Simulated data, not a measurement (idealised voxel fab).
Herein follows the process module entitled voxel gate over fins.
Shown is cross-section cut, with a width of 255 nm and square cells of size 5 nm.
Cross-section, as written here: a square-cell grid given band by band from the top down, where a band holds one or more rows of cells. Quick guide to a band line: top height, bottom height (nm) up front; then every material left to right with its width in nm. Only one material and it's marked "full width"? Then it fills the band edge to edge. And "blank" just means empty space. The level at which height equals 0 is the one under which the wafer, as it arrives, is entirely one material. No lower edge exists for the bottom band, which continues downward and is notated as in "top 0, no bottom". Width spec "30 to 40" -> top row of cells at first value, bottom row at second value, equal per-row change in between. The cross-section has no changed cell in any step marked "everything unchanged". If an empty space has no open way to the top and is at least 8 cells in size, "Closed-off voids" lists it, written width x height at distance, where distance is measured from the left edge and every value is in nm. Formally, on a step line, whatever follows the settings is a remark that the simulator itself makes on the step. The "overlay nm" setting may appear on a step's line; for a step that uses a mask, it gives how far to the right of its planned position the mask lay, and a negative value indicates the left.
-- Below is the list of planned process steps
| 1 | RECEIVE,material Si |
| 2 | CONFORMAL_DEP,material SiN,thk nm 10 |
| 3 | MASKED_ETCH,tone cover,mask id FINS,width nm 15,pitch nm 60,etch materials SiN,depth nm 10,overlay nm 0 |
| 4 | MASKED_ETCH,tone cover,mask id FINS,width nm 15,pitch nm 60,etch materials Si,depth nm 35,overlay nm 0 |
| 5 | OXIDIZE,depth nm 5 |
| 6 | FILL_DEP,material SiO2,thk nm 10 |
| 7 | CMP,height nm 10 |
| 8 | PATTERN,tone open,mask id RAIL,material resist,width nm 15,thk nm 20,overlay nm 0 |
| 9 | DIRECTIONAL_ETCH,etch materials SiO2,depth nm 40 |
| 10 | STRIP,etch materials resist |
| 11 | CONFORMAL_DEP,material TiN,thk nm 5 |
| 12 | FILL_DEP,material Ru,thk nm 5 |
| 13 | CMP,height nm 10 |
| 14 | SELECTIVE_ETCH,etch materials W Ru TiN,depth nm 30 |
| 15 | FILL_DEP,material SiO2,thk nm 5 |
| 16 | CMP,height nm 10 |
| 17 | SELECTIVE_ETCH,etch materials SiO2,depth nm 25 |
| 18 | STRIP,etch materials SiN |
| 19 | CONFORMAL_DEP,material HfO2,thk nm 5 |
| 20 | CONFORMAL_DEP,material TiN,thk nm 5 |
| 21 | FILL_DEP,material W,thk nm 15 |
| 22 | CMP,height nm 20 |
| 23 | CONFORMAL_DEP,material SiCN,thk nm 10 |
Be aware that, although all wafers share a common starting state, the width nm at step 4 differs among them, and the plan displays the first wafer's value.
-- So this is the first of several wafers, cross-sectioned as it came to us, meaning it's at the end of step 1
  top 0, no bottom = Si full width
  Closed-off voids: none
-- First of several wafers in cross-section at module end, following the final step, step 23
  top 30, bottom 20 = SiCN full width
  top 20, bottom 10 = W full width
  top 10, bottom 5 = 55 nm W, 25 nm TiN, 35 nm W, 25 nm TiN, 35 nm W, 25 nm TiN, 55 nm W
  top 5, bottom 0 = 55 nm W, 5 nm TiN, 15 nm HfO2, 5 nm TiN, 35 nm W, 5 nm TiN, 15 nm HfO2, 5 nm TiN, 35 nm W, 5 nm TiN, 15 nm HfO2, 5 nm TiN, 55 nm W
  top 0, bottom -5 = 55 nm W, 5 nm TiN, 5 nm HfO2, 5 nm Si, 5 nm HfO2, 5 nm TiN, 35 nm W, 5 nm TiN, 5 nm HfO2, 5 nm Si, 5 nm HfO2, 5 nm TiN, 35 nm W, 5 nm TiN, 5 nm HfO2, 5 nm Si, 5 nm HfO2, 5 nm TiN, 55 nm W
  top -5, bottom -10 = 60 nm TiN, 5 nm HfO2, 5 nm Si, 5 nm HfO2, 45 nm TiN, 5 nm HfO2, 5 nm Si, 5 nm HfO2, 45 nm TiN, 5 nm HfO2, 5 nm Si, 5 nm HfO2, 60 nm TiN
  top -10, bottom -15 = 65 nm HfO2, 5 nm Si, 55 nm HfO2, 5 nm Si, 55 nm HfO2, 5 nm Si, 65 nm HfO2
  top -15, bottom -20 = 65 nm SiO2, 5 nm Si, 55 nm SiO2, 5 nm Si, 55 nm SiO2, 5 nm Si, 65 nm SiO2
  top -20, bottom -25 = 65 nm SiO2, 5 nm Si, 20 nm SiO2, 5 nm TiN, 5 nm Ru, 5 nm TiN, 20 nm SiO2, 5 nm Si, 55 nm SiO2, 5 nm Si, 65 nm SiO2
  top -25, bottom -30 = 65 nm SiO2, 5 nm Si, 20 nm SiO2, 15 nm TiN, 20 nm SiO2, 5 nm Si, 55 nm SiO2, 5 nm Si, 65 nm SiO2
  top -30, bottom -40 = 65 nm SiO2, 5 nm Si, 55 nm SiO2, 5 nm Si, 55 nm SiO2, 5 nm Si, 65 nm SiO2
  top -40, no bottom = Si full width
  Closed-off voids: none
-- Cross-section, last wafer, module completion
  top 30, bottom 20 = SiCN full width
  top 20, bottom 10 = W full width
  top 10, bottom 5 = 55 nm W, 25 nm TiN, 35 nm W, 25 nm TiN, 35 nm W, 25 nm TiN, 55 nm W
  top 5, bottom 0 = 50 nm W, 10 nm TiN, 15 nm HfO2, 15 nm TiN, 20 nm W, 10 nm TiN, 15 nm HfO2, 15 nm TiN, 20 nm W, 10 nm TiN, 15 nm HfO2, 15 nm TiN, 45 nm W
  top 0, bottom -5 = 50 nm W, 5 nm TiN, 10 nm HfO2, 5 nm Si, 15 nm HfO2, 5 nm TiN, 20 nm W, 5 nm TiN, 10 nm HfO2, 5 nm Si, 15 nm HfO2, 5 nm TiN, 20 nm W, 5 nm TiN, 10 nm HfO2, 5 nm Si, 15 nm HfO2, 5 nm TiN, 45 nm W
  top -5, bottom -10 = 55 nm TiN, 5 nm HfO2, 20 nm Si, 5 nm HfO2, 30 nm TiN, 5 nm HfO2, 20 nm Si, 5 nm HfO2, 30 nm TiN, 5 nm HfO2, 20 nm Si, 5 nm HfO2, 50 nm TiN
  top -10, bottom -15 = 60 nm HfO2, 20 nm Si, 40 nm HfO2, 20 nm Si, 40 nm HfO2, 20 nm Si, 55 nm HfO2
  top -15, bottom -20 = 60 nm SiO2, 20 nm Si, 40 nm SiO2, 20 nm Si, 40 nm SiO2, 20 nm Si, 55 nm SiO2
  top -20, bottom -25 = 60 nm SiO2, 20 nm Si, 10 nm SiO2, 5 nm TiN, 5 nm Ru, 5 nm TiN, 15 nm SiO2, 20 nm Si, 40 nm SiO2, 20 nm Si, 55 nm SiO2
  top -25, bottom -30 = 60 nm SiO2, 20 nm Si, 10 nm SiO2, 15 nm TiN, 15 nm SiO2, 20 nm Si, 40 nm SiO2, 20 nm Si, 55 nm SiO2
  top -30, bottom -40 = 60 nm SiO2, 20 nm Si, 40 nm SiO2, 20 nm Si, 40 nm SiO2, 20 nm Si, 55 nm SiO2
  top -40, no bottom = Si full width
  Closed-off voids: none
-- Basically each wafer gets a line in the table, showing it at the end of the module: material by material, the cells it gained (+) or lost (-) since we got it, then its closed voids
width nm 15, +69 HfO2, +1 Ru, -384 Si, +102 SiCN, +234 SiO2, +74 TiN, +210 W, Closed-off voids: none
width nm 20, +69 HfO2, +1 Ru, -363 Si, +102 SiCN, +219 SiO2, +74 TiN, +204 W, Closed-off voids: none
width nm 25, +69 HfO2, +1 Ru, -342 Si, +102 SiCN, +204 SiO2, +74 TiN, +198 W, Closed-off voids: none
width nm 30, +69 HfO2, +1 Ru, -321 Si, +102 SiCN, +189 SiO2, +74 TiN, +192 W, Closed-off voids: none
